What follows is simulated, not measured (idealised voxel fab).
Name of the process module below: voxel transistor to metal
Xsec cut, 185 nm wide, square cell size 5 nm.
A cross-section in this document is a grid of square cells, and it is written down as bands, the top band listed before the ones below it; a band is made up of one or more rows of cells.
Quick guide to a band line: top height, bottom height (nm) up front; then every material left to right with its width in nm. Only one material and it's marked "full width"? Then it fills the band edge to edge. And "blank" just means empty space.
Measure heights from 0. That's the level where, below it, the as-received wafer is all one material. The lowest band is bottomless and extends downward; write it as in "0 -> down".
Think of "30 to 40" as a width that walks from the first number to the second as you go down the band, top row to bottom row, taking equal-sized steps from row to row.
"no alteration" (step): cross-section cells unchanged, all of them.
Reported under the label "Fully sealed voids" are the empty spaces having no open way to the top and comprising 8 cells or more; the notation for each is width x height at distance, in which the distance is measured from the left edge and all three values are in nm.
On a step's line, text after the settings is the simulator commenting on that step.
Each step line may optionally specify "overlay nm", which for a step with a mask gives the rightward distance between the mask's planned place and where it lay, a negative value indicating the leftward direction.
Planned process steps
1) RECEIVE,material Si
2) CONFORMAL_DEP,material SiO2,thk nm 5
3) CONFORMAL_DEP,material SiN,thk nm 15
4) PATTERN,tone cover,mask id ACTIVE,material resist,width nm 105,thk nm 15,overlay nm 0
5) DIRECTIONAL_ETCH,etch materials SiN,depth nm 15
6) DIRECTIONAL_ETCH,etch materials SiO2,depth nm 5
7) DIRECTIONAL_ETCH,etch materials Si,depth nm 20
8) STRIP,etch materials resist
9) FILL_DEP,material SiO2,thk nm 15
10) CMP,height nm 20
11) SELECTIVE_ETCH,etch materials SiO2,depth nm 10
12) STRIP,etch materials SiN
13) SELECTIVE_ETCH,etch materials SiO2,depth nm 5
14) OXIDIZE,depth nm 5
15) DIRECTIONAL_DEP,material polySi,thk nm 25
16) DIRECTIONAL_DEP,material SiCN,thk nm 10
17) DIRECTIONAL_DEP,material aC,thk nm 15
18) PATTERN,tone cover,mask id GATE,material resist,width nm 25,thk nm 30,overlay nm 0
19) DIRECTIONAL_ETCH,etch materials aC,depth nm 15
20) STRIP,etch materials resist
21) DIRECTIONAL_ETCH,etch materials SiCN,depth nm 20
22) DIRECTIONAL_ETCH,etch materials polySi,depth nm 35
23) STRIP,etch materials aC
24) CONFORMAL_DEP,material SiO2,thk nm 5
25) DIRECTIONAL_ETCH,etch materials SiO2,depth nm 5
26) CONFORMAL_DEP,material SiN,thk nm 5
27) DIRECTIONAL_ETCH,etch materials SiN,depth nm 5
28) DIRECTIONAL_ETCH,etch materials SiO2,depth nm 5
29) DIRECTIONAL_ETCH,etch materials Si,depth nm 5
30) EPI,material nSi,thk nm 10
31) FILL_DEP,material SiO2,thk nm 5
32) CMP,height nm 25
33) STRIP,etch materials polySi
34) SELECTIVE_ETCH,etch materials SiO2,depth nm 5
35) CONFORMAL_DEP,material HfO2,thk nm 5
36) CONFORMAL_DEP,material TiN,thk nm 5
37) FILL_DEP,material W,thk nm 10
38) CMP,height nm 20
39) DIRECTIONAL_DEP,material SiO2,thk nm 15
40) MASKED_ETCH,tone open,mask id CONTACT,width nm 15,pitch nm 70,etch materials SiO2,depth nm 35,overlay nm 0
41) CONFORMAL_DEP,material TiN,thk nm 5
42) FILL_DEP,material Ru,thk nm 10
43) CMP,height nm 35
44) CONFORMAL_DEP,material SiCN,thk nm 5
45) DIRECTIONAL_DEP,material lowk,thk nm 20
46) MASKED_ETCH,tone open,mask id METAL_1,width nm 15,pitch nm 70,etch materials lowk,depth nm 20,overlay nm 0
47) MASKED_ETCH,tone open,mask id METAL_1,width nm 15,pitch nm 70,etch materials SiCN,depth nm 5,overlay nm 0
48) CONFORMAL_DEP,material TiN,thk nm 5
49) FILL_DEP,material Cu,thk nm 5
50) CMP,height nm 60
51) EPI,material Ru,thk nm 5
52) FILL_DEP,material SiCN,thk nm 5
53) DIRECTIONAL_DEP,material SiO2,thk nm 30
54) PATTERN,tone open,mask id METAL_2,material resist,width nm 15,pitch nm 70,thk nm 15,overlay nm 0
55) DIRECTIONAL_ETCH,etch materials SiO2,depth nm 20
56) STRIP,etch materials resist
57) MASKED_ETCH,tone open,mask id METAL_2_HOLES,width nm 15,pitch nm 70,etch materials SiO2,depth nm 10,overlay nm 0
58) MASKED_ETCH,tone open,mask id METAL_2_HOLES,width nm 15,pitch nm 70,etch materials SiCN,depth nm 5,overlay nm 0
59) CONFORMAL_DEP,material TiN,thk nm 5
60) FILL_DEP,material Ru,thk nm 5
61) CMP,height nm 100
62) CONFORMAL_DEP,material SiCN,thk nm 5
First of two wafers - as planned
As received, after step 1
  0 -> down = Si full width
  Fully sealed voids: none
Cross-section of the wafer after step 2
  5 -> 0 = SiO2 full width
  Below 0 it's all the same as before, nothing changed down there.
Cross-section of the wafer after step 3
  20 -> 5 = SiN full width
  Below 5 it's all the same as before, nothing changed down there.
Cross-section of the wafer after step 4
  35 -> 20 = 40 of blank; 105 of resist; 40 of blank
  Below 20 it's all the same as before, nothing changed down there.
Cross-section of the wafer after step 5
  35 -> 20 = 40 of blank; 105 of resist; 40 of blank
  20 -> 5 = 40 of blank; 105 of SiN; 40 of blank
  Below 5 it's all the same as before, nothing changed down there.
Cross-section of the wafer after step 6
  35 -> 20 = 40 of blank; 105 of resist; 40 of blank
  20 -> 5 = 40 of blank; 105 of SiN; 40 of blank
  5 -> 0 = 40 of blank; 105 of SiO2; 40 of blank
  Below 0 it's all the same as before, nothing changed down there.
Cross-section of the wafer after step 7
  35 -> 20 = 40 of blank; 105 of resist; 40 of blank
  20 -> 5 = 40 of blank; 105 of SiN; 40 of blank
  5 -> 0 = 40 of blank; 105 of SiO2; 40 of blank
  0 -> -20 = 40 of blank; 105 of Si; 40 of blank
  Below -20 it's all the same as before, nothing changed down there.
Cross-section of the wafer after step 8
  20 -> 5 = 40 of blank; 105 of SiN; 40 of blank
  Below 5 it's all the same as before, nothing changed down there.
Cross-section of the wafer after step 9
  35 -> 20 = SiO2 full width
  20 -> 5 = 40 of SiO2; 105 of SiN; 40 of SiO2
  5 -> 0 = SiO2 full width
  0 -> -20 = 40 of SiO2; 105 of Si; 40 of SiO2
  Below -20 it's all the same as before, nothing changed down there.
Cross-section of the wafer after step 10
  20 -> 5 = 40 of SiO2; 105 of SiN; 40 of SiO2
  Below 5 it's all the same as before, nothing changed down there.
Cross-section of the wafer after step 11
  20 -> 10 = 40 of blank; 105 of SiN; 40 of blank
  Below 10 it's all the same as before, nothing changed down there.
Cross-section of the wafer after step 12
  10 -> 5 = 40 of SiO2; 105 of blank; 40 of SiO2
  Below 5 it's all the same as before, nothing changed down there.
Cross-section of the wafer after step 13
  5 -> 0 = 35 of SiO2; 115 of blank; 35 of SiO2
  Below 0 it's all the same as before, nothing changed down there.
Cross-section of the wafer after step 14
  5 -> 0 = 35 of SiO2; 115 of blank; 35 of SiO2
  0 -> -5 = SiO2 full width
  Below -5 it's all the same as before, nothing changed down there.
Cross-section of the wafer after step 15
  30 -> 25 = 35 of polySi; 115 of blank; 35 of polySi
  25 -> 5 = polySi full width
  5 -> 0 = 35 of SiO2; 115 of polySi; 35 of SiO2
  Below 0 it's all the same as before, nothing changed down there.
Cross-section of the wafer after step 16
  40 -> 35 = 35 of SiCN; 115 of blank; 35 of SiCN
  35 -> 30 = SiCN full width
  30 -> 25 = 35 of polySi; 115 of SiCN; 35 of polySi
  Below 25 it's all the same as before, nothing changed down there.
Cross-section of the wafer after step 17
  55 -> 50 = 35 of aC; 115 of blank; 35 of aC
  50 -> 40 = aC full width
  40 -> 35 = 35 of SiCN; 115 of aC; 35 of SiCN
  Below 35 it's all the same as before, nothing changed down there.
Cross-section of the wafer after step 18
  85 -> 55 = 80 of blank; 25 of resist; 80 of blank
  55 -> 50 = 35 of aC; 45 of blank; 25 of resist; 45 of blank; 35 of aC
  Below 50 it's all the same as before, nothing changed down there.
Cross-section of the wafer after step 19
  70 -> 50 = 80 of blank; 25 of resist; 80 of blank
  50 -> 40 = 80 of blank; 25 of aC; 80 of blank
  40 -> 35 = 35 of SiCN; 45 of blank; 25 of aC; 45 of blank; 35 of SiCN
  Below 35 it's all the same as before, nothing changed down there.
Cross-section of the wafer after step 20
  50 -> 40 = 80 of blank; 25 of aC; 80 of blank
  Below 40 it's all the same as before, nothing changed down there.
Cross-section of the wafer after step 21
  50 -> 35 = 80 of blank; 25 of aC; 80 of blank
  35 -> 30 = 80 of blank; 25 of SiCN; 80 of blank
  30 -> 25 = 35 of polySi; 45 of blank; 25 of SiCN; 45 of blank; 35 of polySi
  Below 25 it's all the same as before, nothing changed down there.
Cross-section of the wafer after step 22
  50 -> 35 = 80 of blank; 25 of aC; 80 of blank
  35 -> 25 = 80 of blank; 25 of SiCN; 80 of blank
  25 -> 5 = 80 of blank; 25 of polySi; 80 of blank
  5 -> 0 = 35 of SiO2; 45 of blank; 25 of polySi; 45 of blank; 35 of SiO2
  Below 0 it's all the same as before, nothing changed down there.
Cross-section of the wafer after step 23
  35 -> 25 = 80 of blank; 25 of SiCN; 80 of blank
  Below 25 it's all the same as before, nothing changed down there.
Cross-section of the wafer after step 24
  40 -> 35 = 75 of blank; 35 of SiO2; 75 of blank
  35 -> 25 = 75 of blank; 5 of SiO2; 25 of SiCN; 5 of SiO2; 75 of blank
  25 -> 10 = 75 of blank; 5 of SiO2; 25 of polySi; 5 of SiO2; 75 of blank
  10 -> 5 = 40 of SiO2; 35 of blank; 5 of SiO2; 25 of polySi; 5 of SiO2; 35 of blank; 40 of SiO2
  5 -> 0 = 80 of SiO2; 25 of polySi; 80 of SiO2
  Below 0 it's all the same as before, nothing changed down there.
Cross-section of the wafer after step 25
  35 -> 25 = 75 of blank; 5 of SiO2; 25 of SiCN; 5 of SiO2; 75 of blank
  25 -> 5 = 75 of blank; 5 of SiO2; 25 of polySi; 5 of SiO2; 75 of blank
  5 -> 0 = 40 of SiO2; 35 of blank; 5 of SiO2; 25 of polySi; 5 of SiO2; 35 of blank; 40 of SiO2
  Below 0 it's all the same as before, nothing changed down there.
Cross-section of the wafer after step 26
  40 -> 35 = 70 of blank; 45 of SiN; 70 of blank
  35 -> 25 = 70 of blank; 5 of SiN; 5 of SiO2; 25 of SiCN; 5 of SiO2; 5 of SiN; 70 of blank
  25 -> 10 = 70 of blank; 5 of SiN; 5 of SiO2; 25 of polySi; 5 of SiO2; 5 of SiN; 70 of blank
  10 -> 5 = 45 of SiN; 25 of blank; 5 of SiN; 5 of SiO2; 25 of polySi; 5 of SiO2; 5 of SiN; 25 of blank; 45 of SiN
  5 -> 0 = 40 of SiO2; 35 of SiN; 5 of SiO2; 25 of polySi; 5 of SiO2; 35 of SiN; 40 of SiO2
  Below 0 it's all the same as before, nothing changed down there.
Cross-section of the wafer after step 27
  35 -> 25 = 70 of blank; 5 of SiN; 5 of SiO2; 25 of SiCN; 5 of SiO2; 5 of SiN; 70 of blank
  25 -> 5 = 70 of blank; 5 of SiN; 5 of SiO2; 25 of polySi; 5 of SiO2; 5 of SiN; 70 of blank
  5 -> 0 = 40 of SiO2; 5 of SiN; 25 of blank; 5 of SiN; 5 of SiO2; 25 of polySi; 5 of SiO2; 5 of SiN; 25 of blank; 5 of SiN; 40 of SiO2
  Below 0 it's all the same as before, nothing changed down there.
Cross-section of the wafer after step 28
  35 -> 30 = 70 of blank; 5 of SiN; 5 of blank; 25 of SiCN; 5 of blank; 5 of SiN; 70 of blank
  30 -> 25 = 70 of blank; 5 of SiN; 5 of SiO2; 25 of SiCN; 5 of SiO2; 5 of SiN; 70 of blank
  25 -> 5 = 70 of blank; 5 of SiN; 5 of SiO2; 25 of polySi; 5 of SiO2; 5 of SiN; 70 of blank
  5 -> 0 = 40 of blank; 5 of SiN; 25 of blank; 5 of SiN; 5 of SiO2; 25 of polySi; 5 of SiO2; 5 of SiN; 25 of blank; 5 of SiN; 40 of blank
  0 -> -5 = 45 of SiO2; 25 of blank; 45 of SiO2; 25 of blank; 45 of SiO2
  Below -5 it's all the same as before, nothing changed down there.
Cross-section of the wafer after step 29
  35 -> 30 = 70 of blank; 5 of SiN; 5 of blank; 25 of SiCN; 5 of blank; 5 of SiN; 70 of blank
  30 -> 25 = 70 of blank; 5 of SiN; 5 of SiO2; 25 of SiCN; 5 of SiO2; 5 of SiN; 70 of blank
  25 -> 5 = 70 of blank; 5 of SiN; 5 of SiO2; 25 of polySi; 5 of SiO2; 5 of SiN; 70 of blank
  5 -> 0 = 40 of blank; 5 of SiN; 25 of blank; 5 of SiN; 5 of SiO2; 25 of polySi; 5 of SiO2; 5 of SiN; 25 of blank; 5 of SiN; 40 of blank
  0 -> -5 = 45 of SiO2; 25 of blank; 45 of SiO2; 25 of blank; 45 of SiO2
  -5 -> -10 = 40 of SiO2; 5 of Si; 25 of blank; 45 of Si; 25 of blank; 5 of Si; 40 of SiO2
  Below -10 it's all the same as before, nothing changed down there.
Cross-section of the wafer after step 30
  35 -> 30 = 70 of blank; 5 of SiN; 5 of blank; 25 of SiCN; 5 of blank; 5 of SiN; 70 of blank
  30 -> 25 = 70 of blank; 5 of SiN; 5 of SiO2; 25 of SiCN; 5 of SiO2; 5 of SiN; 70 of blank
  25 -> 5 = 70 of blank; 5 of SiN; 5 of SiO2; 25 of polySi; 5 of SiO2; 5 of SiN; 70 of blank
  5 -> 0 = 40 of blank; 5 of SiN; 10 of nSi; 5 of blank; 10 of nSi; 5 of SiN; 5 of SiO2; 25 of polySi; 5 of SiO2; 5 of SiN; 10 of nSi; 5 of blank; 10 of nSi; 5 of SiN; 40 of blank
  0 -> -5 = 45 of SiO2; 25 of nSi; 45 of SiO2; 25 of nSi; 45 of SiO2
  -5 -> -10 = 40 of SiO2; 5 of Si; 25 of nSi; 45 of Si; 25 of nSi; 5 of Si; 40 of SiO2
  Below -10 it's all the same as before, nothing changed down there.
Cross-section of the wafer after step 31
  40 -> 35 = SiO2 full width
  35 -> 25 = 70 of SiO2; 5 of SiN; 5 of SiO2; 25 of SiCN; 5 of SiO2; 5 of SiN; 70 of SiO2
  25 -> 5 = 70 of SiO2; 5 of SiN; 5 of SiO2; 25 of polySi; 5 of SiO2; 5 of SiN; 70 of SiO2
  5 -> 0 = 40 of SiO2; 5 of SiN; 10 of nSi; 5 of SiO2; 10 of nSi; 5 of SiN; 5 of SiO2; 25 of polySi; 5 of SiO2; 5 of SiN; 10 of nSi; 5 of SiO2; 10 of nSi; 5 of SiN; 40 of SiO2
  Below 0 it's all the same as before, nothing changed down there.
Cross-section of the wafer after step 32
  25 -> 5 = 70 of SiO2; 5 of SiN; 5 of SiO2; 25 of polySi; 5 of SiO2; 5 of SiN; 70 of SiO2
  Below 5 it's all the same as before, nothing changed down there.
Cross-section of the wafer after step 33
  25 -> 5 = 70 of SiO2; 5 of SiN; 5 of SiO2; 25 of blank; 5 of SiO2; 5 of SiN; 70 of SiO2
  5 -> 0 = 40 of SiO2; 5 of SiN; 10 of nSi; 5 of SiO2; 10 of nSi; 5 of SiN; 5 of SiO2; 25 of blank; 5 of SiO2; 5 of SiN; 10 of nSi; 5 of SiO2; 10 of nSi; 5 of SiN; 40 of SiO2
  Below 0 it's all the same as before, nothing changed down there.
Cross-section of the wafer after step 34
  25 -> 20 = 70 of blank; 5 of SiN; 35 of blank; 5 of SiN; 70 of blank
  20 -> 5 = 70 of SiO2; 5 of SiN; 35 of blank; 5 of SiN; 70 of SiO2
  5 -> 0 = 40 of SiO2; 5 of SiN; 10 of nSi; 5 of SiO2; 10 of nSi; 5 of SiN; 35 of blank; 5 of SiN; 10 of nSi; 5 of SiO2; 10 of nSi; 5 of SiN; 40 of SiO2
  0 -> -5 = 45 of SiO2; 25 of nSi; 5 of SiO2; 35 of blank; 5 of SiO2; 25 of nSi; 45 of SiO2
  Below -5 it's all the same as before, nothing changed down there.
Cross-section of the wafer after step 35
  30 -> 25 = 65 of blank; 15 of HfO2; 25 of blank; 15 of HfO2; 65 of blank
  25 -> 20 = 70 of HfO2; 5 of SiN; 5 of HfO2; 25 of blank; 5 of HfO2; 5 of SiN; 70 of HfO2
  20 -> 5 = 70 of SiO2; 5 of SiN; 5 of HfO2; 25 of blank; 5 of HfO2; 5 of SiN; 70 of SiO2
  5 -> 0 = 40 of SiO2; 5 of SiN; 10 of nSi; 5 of SiO2; 10 of nSi; 5 of SiN; 5 of HfO2; 25 of blank; 5 of HfO2; 5 of SiN; 10 of nSi; 5 of SiO2; 10 of nSi; 5 of SiN; 40 of SiO2
  0 -> -5 = 45 of SiO2; 25 of nSi; 5 of SiO2; 35 of HfO2; 5 of SiO2; 25 of nSi; 45 of SiO2
  Below -5 it's all the same as before, nothing changed down there.
Cross-section of the wafer after step 36
  35 -> 30 = 60 of blank; 25 of TiN; 15 of blank; 25 of TiN; 60 of blank
  30 -> 25 = 65 of TiN; 15 of HfO2; 5 of TiN; 15 of blank; 5 of TiN; 15 of HfO2; 65 of TiN
  25 -> 20 = 70 of HfO2; 5 of SiN; 5 of HfO2; 5 of TiN; 15 of blank; 5 of TiN; 5 of HfO2; 5 of SiN; 70 of HfO2
  20 -> 5 = 70 of SiO2; 5 of SiN; 5 of HfO2; 5 of TiN; 15 of blank; 5 of TiN; 5 of HfO2; 5 of SiN; 70 of SiO2
  5 -> 0 = 40 of SiO2; 5 of SiN; 10 of nSi; 5 of SiO2; 10 of nSi; 5 of SiN; 5 of HfO2; 25 of TiN; 5 of HfO2; 5 of SiN; 10 of nSi; 5 of SiO2; 10 of nSi; 5 of SiN; 40 of SiO2
  Below 0 it's all the same as before, nothing changed down there.
Cross-section of the wafer after step 37
  45 -> 35 = W full width
  35 -> 30 = 60 of W; 25 of TiN; 15 of W; 25 of TiN; 60 of W
  30 -> 25 = 65 of TiN; 15 of HfO2; 5 of TiN; 15 of W; 5 of TiN; 15 of HfO2; 65 of TiN
  25 -> 20 = 70 of HfO2; 5 of SiN; 5 of HfO2; 5 of TiN; 15 of W; 5 of TiN; 5 of HfO2; 5 of SiN; 70 of HfO2
  20 -> 5 = 70 of SiO2; 5 of SiN; 5 of HfO2; 5 of TiN; 15 of W; 5 of TiN; 5 of HfO2; 5 of SiN; 70 of SiO2
  Below 5 it's all the same as before, nothing changed down there.
Cross-section of the wafer after step 38
  20 -> 5 = 70 of SiO2; 5 of SiN; 5 of HfO2; 5 of TiN; 15 of W; 5 of TiN; 5 of HfO2; 5 of SiN; 70 of SiO2
  Below 5 it's all the same as before, nothing changed down there.
Cross-section of the wafer after step 39
  35 -> 20 = SiO2 full width
  Below 20 it's all the same as before, nothing changed down there.
Cross-section of the wafer after step 40
  35 -> 20 = 50 of SiO2; 15 of blank; 55 of SiO2; 15 of blank; 50 of SiO2
  20 -> 5 = 50 of SiO2; 15 of blank; 5 of SiO2; 5 of SiN; 5 of HfO2; 5 of TiN; 15 of W; 5 of TiN; 5 of HfO2; 5 of SiN; 5 of SiO2; 15 of blank; 50 of SiO2
  5 -> 0 = 40 of SiO2; 5 of SiN; 10 of nSi; 5 of blank; 10 of nSi; 5 of SiN; 5 of HfO2; 25 of TiN; 5 of HfO2; 5 of SiN; 10 of nSi; 5 of blank; 10 of nSi; 5 of SiN; 40 of SiO2
  Below 0 it's all the same as before, nothing changed down there.
Cross-section of the wafer after step 41
  40 -> 35 = 55 of TiN; 5 of blank; 65 of TiN; 5 of blank; 55 of TiN
  35 -> 20 = 50 of SiO2; 5 of TiN; 5 of blank; 5 of TiN; 55 of SiO2; 5 of TiN; 5 of blank; 5 of TiN; 50 of SiO2
  20 -> 10 = 50 of SiO2; 5 of TiN; 5 of blank; 5 of TiN; 5 of SiO2; 5 of SiN; 5 of HfO2; 5 of TiN; 15 of W; 5 of TiN; 5 of HfO2; 5 of SiN; 5 of SiO2; 5 of TiN; 5 of blank; 5 of TiN; 50 of SiO2
  10 -> 5 = 50 of SiO2; 15 of TiN; 5 of SiO2; 5 of SiN; 5 of HfO2; 5 of TiN; 15 of W; 5 of TiN; 5 of HfO2; 5 of SiN; 5 of SiO2; 15 of TiN; 50 of SiO2
  5 -> 0 = 40 of SiO2; 5 of SiN; 10 of nSi; 5 of TiN; 10 of nSi; 5 of SiN; 5 of HfO2; 25 of TiN; 5 of HfO2; 5 of SiN; 10 of nSi; 5 of TiN; 10 of nSi; 5 of SiN; 40 of SiO2
  Below 0 it's all the same as before, nothing changed down there.
Cross-section of the wafer after step 42
  50 -> 40 = Ru full width
  40 -> 35 = 55 of TiN; 5 of Ru; 65 of TiN; 5 of Ru; 55 of TiN
  35 -> 20 = 50 of SiO2; 5 of TiN; 5 of Ru; 5 of TiN; 55 of SiO2; 5 of TiN; 5 of Ru; 5 of TiN; 50 of SiO2
  20 -> 10 = 50 of SiO2; 5 of TiN; 5 of Ru; 5 of TiN; 5 of SiO2; 5 of SiN; 5 of HfO2; 5 of TiN; 15 of W; 5 of TiN; 5 of HfO2; 5 of SiN; 5 of SiO2; 5 of TiN; 5 of Ru; 5 of TiN; 50 of SiO2
  Below 10 it's all the same as before, nothing changed down there.
Cross-section of the wafer after step 43
  35 -> 20 = 50 of SiO2; 5 of TiN; 5 of Ru; 5 of TiN; 55 of SiO2; 5 of TiN; 5 of Ru; 5 of TiN; 50 of SiO2
  Below 20 it's all the same as before, nothing changed down there.
Cross-section of the wafer after step 44
  40 -> 35 = SiCN full width
  Below 35 it's all the same as before, nothing changed down there.
Cross-section of the wafer after step 45
  60 -> 40 = lowk full width
  Below 40 it's all the same as before, nothing changed down there.
Cross-section of the wafer after step 46
  60 -> 40 = 50 of lowk; 15 of blank; 55 of lowk; 15 of blank; 50 of lowk
  Below 40 it's all the same as before, nothing changed down there.
Cross-section of the wafer after step 47
  60 -> 40 = 50 of lowk; 15 of blank; 55 of lowk; 15 of blank; 50 of lowk
  40 -> 35 = 50 of SiCN; 15 of blank; 55 of SiCN; 15 of blank; 50 of SiCN
  Below 35 it's all the same as before, nothing changed down there.
Cross-section of the wafer after step 48
  65 -> 60 = 55 of TiN; 5 of blank; 65 of TiN; 5 of blank; 55 of TiN
  60 -> 40 = 50 of lowk; 5 of TiN; 5 of blank; 5 of TiN; 55 of lowk; 5 of TiN; 5 of blank; 5 of TiN; 50 of lowk
  40 -> 35 = 50 of SiCN; 15 of TiN; 55 of SiCN; 15 of TiN; 50 of SiCN
  Below 35 it's all the same as before, nothing changed down there.
Cross-section of the wafer after step 49
  70 -> 65 = Cu full width
  65 -> 60 = 55 of TiN; 5 of Cu; 65 of TiN; 5 of Cu; 55 of TiN
  60 -> 40 = 50 of lowk; 5 of TiN; 5 of Cu; 5 of TiN; 55 of lowk; 5 of TiN; 5 of Cu; 5 of TiN; 50 of lowk
  Below 40 it's all the same as before, nothing changed down there.
Cross-section of the wafer after step 50
  60 -> 40 = 50 of lowk; 5 of TiN; 5 of Cu; 5 of TiN; 55 of lowk; 5 of TiN; 5 of Cu; 5 of TiN; 50 of lowk
  Below 40 it's all the same as before, nothing changed down there.
Cross-section of the wafer after step 51
  65 -> 60 = 45 of blank; 25 of Ru; 45 of blank; 25 of Ru; 45 of blank
  Below 60 it's all the same as before, nothing changed down there.
Cross-section of the wafer after step 52
  70 -> 65 = SiCN full width
  65 -> 60 = 45 of SiCN; 25 of Ru; 45 of SiCN; 25 of Ru; 45 of SiCN
  Below 60 it's all the same as before, nothing changed down there.
Cross-section of the wafer after step 53
  100 -> 70 = SiO2 full width
  Below 70 it's all the same as before, nothing changed down there.
Cross-section of the wafer after step 54
  115 -> 100 = 50 of resist; 15 of blank; 55 of resist; 15 of blank; 50 of resist
  Below 100 it's all the same as before, nothing changed down there.
Cross-section of the wafer after step 55
  115 -> 100 = 50 of resist; 15 of blank; 55 of resist; 15 of blank; 50 of resist
  100 -> 80 = 50 of SiO2; 15 of blank; 55 of SiO2; 15 of blank; 50 of SiO2
  Below 80 it's all the same as before, nothing changed down there.
Cross-section of the wafer after step 56
  100 -> 80 = 50 of SiO2; 15 of blank; 55 of SiO2; 15 of blank; 50 of SiO2
  Below 80 it's all the same as before, nothing changed down there.
Cross-section of the wafer after step 57
  100 -> 70 = 50 of SiO2; 15 of blank; 55 of SiO2; 15 of blank; 50 of SiO2
  Below 70 it's all the same as before, nothing changed down there.
Cross-section of the wafer after step 58
  100 -> 70 = 50 of SiO2; 15 of blank; 55 of SiO2; 15 of blank; 50 of SiO2
  70 -> 65 = 50 of SiCN; 15 of blank; 55 of SiCN; 15 of blank; 50 of SiCN
  Below 65 it's all the same as before, nothing changed down there.
Cross-section of the wafer after step 59
  105 -> 100 = 55 of TiN; 5 of blank; 65 of TiN; 5 of blank; 55 of TiN
  100 -> 70 = 50 of SiO2; 5 of TiN; 5 of blank; 5 of TiN; 55 of SiO2; 5 of TiN; 5 of blank; 5 of TiN; 50 of SiO2
  70 -> 65 = 50 of SiCN; 15 of TiN; 55 of SiCN; 15 of TiN; 50 of SiCN
  Below 65 it's all the same as before, nothing changed down there.
Cross-section of the wafer after step 60
  110 -> 105 = Ru full width
  105 -> 100 = 55 of TiN; 5 of Ru; 65 of TiN; 5 of Ru; 55 of TiN
  100 -> 70 = 50 of SiO2; 5 of TiN; 5 of Ru; 5 of TiN; 55 of SiO2; 5 of TiN; 5 of Ru; 5 of TiN; 50 of SiO2
  Below 70 it's all the same as before, nothing changed down there.
Cross-section of the wafer after step 61
  100 -> 70 = 50 of SiO2; 5 of TiN; 5 of Ru; 5 of TiN; 55 of SiO2; 5 of TiN; 5 of Ru; 5 of TiN; 50 of SiO2
  Below 70 it's all the same as before, nothing changed down there.
Cross-section of the wafer after step 62
  105 -> 100 = SiCN full width
  Below 100 it's all the same as before, nothing changed down there.
Second wafer: like start, like plan, one mistake. Through step 60 it matches the first wafer
The second wafer in cross-section, at the planned close of step 61
  90 -> 70 = 50 of SiO2; 5 of TiN; 5 of Ru; 5 of TiN; 55 of SiO2; 5 of TiN; 5 of Ru; 5 of TiN; 50 of SiO2
  Below 70 it's all the same as before, nothing changed down there.
The second wafer in cross-section, at the planned close of step 62
  95 -> 90 = SiCN full width
  Below 90 it's all the same as before, nothing changed down there.
Error vs. plan: note that step 61 departed from the planned setting and was carried out as CMP,height nm 90
Heads up, by the end the second wafer has more or fewer cells of some materials compared to the first: Ru -4 | SiO2 -62 | TiN -8
